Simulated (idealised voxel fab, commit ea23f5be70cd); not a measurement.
process module | voxel capacitor over wiring
cross-section cut | 150 nm wide | cells 5 nm
A cross-section is a grid of square cells, given in bands from the top down. A band is one or more rows of cells.
Each band's line starts with the height of the band's top and of its bottom, in nm. Then come its materials from left to right, each with its width in nm. One material with "throughout" fills the band from edge to edge. "air" is empty space.
Height 0 is the level under which the wafer as received is all one material. The lowest band goes on downwards, as in "0 down".
A width such as "30 to 40" changes by the same amount from each row of cells to the next, from the band's top row to its bottom row.
"no change" after a step means that no cell of the cross-section changed.
closed voids: empty space of 8 cells or more with no open way to the top, each as width x height at its distance from the left edge, in nm
after a step's settings: what the simulator itself notes on the step
overlay nm, on a step with a mask: how far to the right of its planned place the mask lay; to the left if negative
plan
1 op RECEIVE | material Si
2 op CONFORMAL_DEP | material SiO2 | thk nm 15
3 op CONFORMAL_DEP | material SiCN | thk nm 5
4 op DIRECTIONAL_DEP | material SiO2 | thk nm 25
5 op PATTERN | tone open | mask id METAL_1 | material resist | width nm 20 | pitch nm 90 | thk nm 15 | overlay nm 0
6 op DIRECTIONAL_ETCH | etch materials SiO2 | depth nm 25
7 op DIRECTIONAL_ETCH | etch materials SiCN | depth nm 5
8 op STRIP | etch materials resist
9 op CONFORMAL_DEP | material TiN | thk nm 5
10 op FILL_DEP | material W | thk nm 10
11 op CMP | height nm 45
12 op CONFORMAL_DEP | material SiCN | thk nm 5
13 op DIRECTIONAL_DEP | material lowk | thk nm 10
14 op MASKED_ETCH | tone open | mask id PLUG_1 | width nm 15 | etch materials lowk | depth nm 10 | overlay nm 0
15 op MASKED_ETCH | tone open | mask id PLUG_1 | width nm 15 | etch materials SiCN | depth nm 5 | overlay nm 0
16 op EPI | material Ru | thk nm 10
17 op EPI | material Ru | thk nm 5
18 op DIRECTIONAL_DEP | material TiN | thk nm 10
19 op DIRECTIONAL_DEP | material HfO2 | thk nm 5
20 op DIRECTIONAL_DEP | material TiN | thk nm 10
21 op MASKED_ETCH | tone cover | mask id UPPER_PLATE | width nm 75 | etch materials TiN | depth nm 10 | overlay nm 0
22 op MASKED_ETCH | tone cover | mask id UPPER_PLATE | width nm 75 | etch materials HfO2 | depth nm 5 | overlay nm 0
23 op DIRECTIONAL_DEP | material aC | thk nm 15
24 op PATTERN | tone cover | mask id LOWER_PLATE | material resist | width nm 85 | thk nm 35 | overlay nm 0
25 op DIRECTIONAL_ETCH | etch materials aC | depth nm 15
26 op STRIP | etch materials resist
27 op DIRECTIONAL_ETCH | etch materials TiN | depth nm 10
28 op STRIP | etch materials aC
29 op FILL_DEP | material SiO2 | thk nm 20
30 op CMP | height nm 100
31 op MASKED_ETCH | tone open | mask id PLUG_2 | width nm 15 | etch materials SiO2 | depth nm 15 | overlay nm 0
32 op CONFORMAL_DEP | material TiN | thk nm 5
33 op FILL_DEP | material Cu | thk nm 5
34 op CMP | height nm 100
35 op CONFORMAL_DEP | material SiCN | thk nm 5
as received, after step 1
  0 down: Si throughout
  closed voids: none
first wafer at the end, as planned
  105 to 100: SiCN throughout
  100 to 90: SiO2 35 | TiN 5 | Cu 5 | TiN 5 | SiO2 100
  90 to 85: SiO2 35 | TiN 15 | SiO2 100
  85 to 75: SiO2 25 | TiN 75 | SiO2 50
  75 to 70: SiO2 25 | HfO2 75 | SiO2 50
  70 to 60: SiO2 20 | TiN 85 | SiO2 45
  60 to 50: lowk 25 | Ru 15 | lowk 110
  50 to 45: SiCN 25 | Ru 15 | SiCN 110
  45 to 20: SiO2 20 | TiN 5 | W 10 | TiN 5 | SiO2 70 | TiN 5 | W 10 | TiN 5 | SiO2 20
  20 to 15: SiCN 20 | TiN 20 | SiCN 70 | TiN 20 | SiCN 20
  15 to 0: SiO2 throughout
  0 down: Si throughout
  closed voids: none
second wafer at the end: like start, like plan, one mistake
  105 to 100: SiCN throughout
  100 to 90: SiO2 35 | TiN 5 | Cu 10 | TiN 5 | SiO2 95
  90 to 85: SiO2 35 | TiN 20 | SiO2 95
  85 to 75: SiO2 25 | TiN 75 | SiO2 50
  75 to 70: SiO2 25 | HfO2 75 | SiO2 50
  70 to 60: SiO2 20 | TiN 85 | SiO2 45
  60 to 50: lowk 25 | Ru 15 | lowk 110
  50 to 45: SiCN 25 | Ru 15 | SiCN 110
  45 to 20: SiO2 20 | TiN 5 | W 10 | TiN 5 | SiO2 70 | TiN 5 | W 10 | TiN 5 | SiO2 20
  20 to 15: SiCN 20 | TiN 20 | SiCN 70 | TiN 20 | SiCN 20
  15 to 0: SiO2 throughout
  0 down: Si throughout
  closed voids: none
what went wrong: step 31 ran as: op MASKED_ETCH | tone open | mask id PLUG_2 | width nm 20 | etch materials SiO2 | depth nm 15 | overlay nm 0
at the end the second wafer has, in cells: 2 more of Cu | 3 fewer of SiO2 | 1 more of TiN
